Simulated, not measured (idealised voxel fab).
process module | voxel fin reveal
cross-section cut | 205 nm wide | cells 5 nm
A cross-section is a grid of square cells, given in bands from the top down. A band is one or more rows of cells.
Each band's line starts with the height of the band's top and of its bottom, in nm. Then come its materials from left to right, each with its width in nm. One material with "throughout" fills the band from edge to edge. "air" is empty space.
Height 0 is the level under which the wafer as received is all one material. The lowest band goes on downwards, as in "0 down".
A width such as "30 to 40" changes by the same amount from each row of cells to the next, from the band's top row to its bottom row.
"no change" after a step means that no cell of the cross-section changed.
closed voids: empty space of 8 cells or more with no open way to the top, each as width x height at its distance from the left edge, in nm
after a step's settings: what the simulator itself notes on the step
overlay nm, on a step with a mask: how far to the right of its planned place the mask lay; to the left if negative
plan
1 op RECEIVE | material Si
2 op CONFORMAL_DEP | material SiN | thk nm 5
3 op DIRECTIONAL_DEP | material aC | thk nm 15
4 op PATTERN | tone cover | mask id FINS | material resist | width nm 15 | pitch nm 40 | thk nm 30 | overlay nm 0
5 op DIRECTIONAL_ETCH | etch materials aC | depth nm 15
6 op STRIP | etch materials resist
7 op DIRECTIONAL_ETCH | etch materials SiN | depth nm 5
8 op DIRECTIONAL_ETCH | etch materials Si | depth nm 40
9 op STRIP | etch materials aC
10 op OXIDIZE | depth nm 5
11 op FILL_DEP | material SiO2 | thk nm 15
12 op CMP | height nm 5
13 op SELECTIVE_ETCH | etch materials SiO2 | depth nm 30
14 op STRIP | etch materials SiN
15 op CONFORMAL_DEP | material HfO2 | thk nm 5
first wafer, as planned
as received, after step 1
  0 down: Si throughout
  closed voids: none
after step 2
  5 to 0: SiN throughout
  below 0: unchanged
after step 3
  20 to 5: aC throughout
  below 5: unchanged
after step 4
  50 to 20: air 55 | resist 15 | air 25 | resist 15 | air 25 | resist 15 | air 55
  below 20: unchanged
after step 5
  35 to 20: air 55 | resist 15 | air 25 | resist 15 | air 25 | resist 15 | air 55
  20 to 5: air 55 | aC 15 | air 25 | aC 15 | air 25 | aC 15 | air 55
  below 5: unchanged
after step 6
  20 to 5: air 55 | aC 15 | air 25 | aC 15 | air 25 | aC 15 | air 55
  below 5: unchanged
after step 7
  20 to 5: air 55 | aC 15 | air 25 | aC 15 | air 25 | aC 15 | air 55
  5 to 0: air 55 | SiN 15 | air 25 | SiN 15 | air 25 | SiN 15 | air 55
  below 0: unchanged
after step 8
  20 to 5: air 55 | aC 15 | air 25 | aC 15 | air 25 | aC 15 | air 55
  5 to 0: air 55 | SiN 15 | air 25 | SiN 15 | air 25 | SiN 15 | air 55
  0 to -40: air 55 | Si 15 | air 25 | Si 15 | air 25 | Si 15 | air 55
  below -40: unchanged
after step 9
  5 to 0: air 55 | SiN 15 | air 25 | SiN 15 | air 25 | SiN 15 | air 55
  below 0: unchanged
after step 10
  5 to 0: air 55 | SiN 15 | air 25 | SiN 15 | air 25 | SiN 15 | air 55
  0 to -40: air 55 | SiO2 5 | Si 5 | SiO2 5 | air 25 | SiO2 5 | Si 5 | SiO2 5 | air 25 | SiO2 5 | Si 5 | SiO2 5 | air 55
  -40 to -45: SiO2 60 | Si 5 | SiO2 35 | Si 5 | SiO2 35 | Si 5 | SiO2 60
  below -45: unchanged
after step 11
  20 to 5: SiO2 throughout
  5 to 0: SiO2 55 | SiN 15 | SiO2 25 | SiN 15 | SiO2 25 | SiN 15 | SiO2 55
  0 to -45: SiO2 60 | Si 5 | SiO2 35 | Si 5 | SiO2 35 | Si 5 | SiO2 60
  below -45: unchanged
after step 12
  5 to 0: SiO2 55 | SiN 15 | SiO2 25 | SiN 15 | SiO2 25 | SiN 15 | SiO2 55
  below 0: unchanged
after step 13
  5 to 0: air 55 | SiN 15 | air 25 | SiN 15 | air 25 | SiN 15 | air 55
  0 to -25: air 60 | Si 5 | air 35 | Si 5 | air 35 | Si 5 | air 60
  below -25: unchanged
after step 14
  0 to -25: air 60 | Si 5 | air 35 | Si 5 | air 35 | Si 5 | air 60
  below -25: unchanged
after step 15
  5 to 0: air 55 | HfO2 15 | air 25 | HfO2 15 | air 25 | HfO2 15 | air 55
  0 to -20: air 55 | HfO2 5 | Si 5 | HfO2 5 | air 25 | HfO2 5 | Si 5 | HfO2 5 | air 25 | HfO2 5 | Si 5 | HfO2 5 | air 55
  -20 to -25: HfO2 60 | Si 5 | HfO2 35 | Si 5 | HfO2 35 | Si 5 | HfO2 60
  below -25: unchanged
second wafer: like start, like plan, one mistake. Through step 10 it matches the first wafer
when step 11 should have ended
  20 to 0: SiN throughout
  0 to -40: SiN 55 | SiO2 5 | Si 5 | SiO2 5 | SiN 25 | SiO2 5 | Si 5 | SiO2 5 | SiN 25 | SiO2 5 | Si 5 | SiO2 5 | SiN 55
  below -40: unchanged
when step 12 should have ended
  5 to 0: SiN throughout
  below 0: unchanged
when step 13 should have ended: no change
when step 14 should have ended
  0 to -40: air 55 | SiO2 5 | Si 5 | SiO2 5 | air 25 | SiO2 5 | Si 5 | SiO2 5 | air 25 | SiO2 5 | Si 5 | SiO2 5 | air 55
  below -40: unchanged
when step 15 should have ended
  5 to 0: air 50 | HfO2 25 | air 15 | HfO2 25 | air 15 | HfO2 25 | air 50
  0 to -35: air 50 | HfO2 5 | SiO2 5 | Si 5 | SiO2 5 | HfO2 5 | air 15 | HfO2 5 | SiO2 5 | Si 5 | SiO2 5 | HfO2 5 | air 15 | HfO2 5 | SiO2 5 | Si 5 | SiO2 5 | HfO2 5 | air 50
  -35 to -40: HfO2 55 | SiO2 5 | Si 5 | SiO2 5 | HfO2 25 | SiO2 5 | Si 5 | SiO2 5 | HfO2 25 | SiO2 5 | Si 5 | SiO2 5 | HfO2 55
  below -40: unchanged
what went wrong: step 11 ran as: op FILL_DEP | material SiN | thk nm 15
at the end the second wafer has, in cells: 18 more of HfO2 | 66 fewer of SiO2
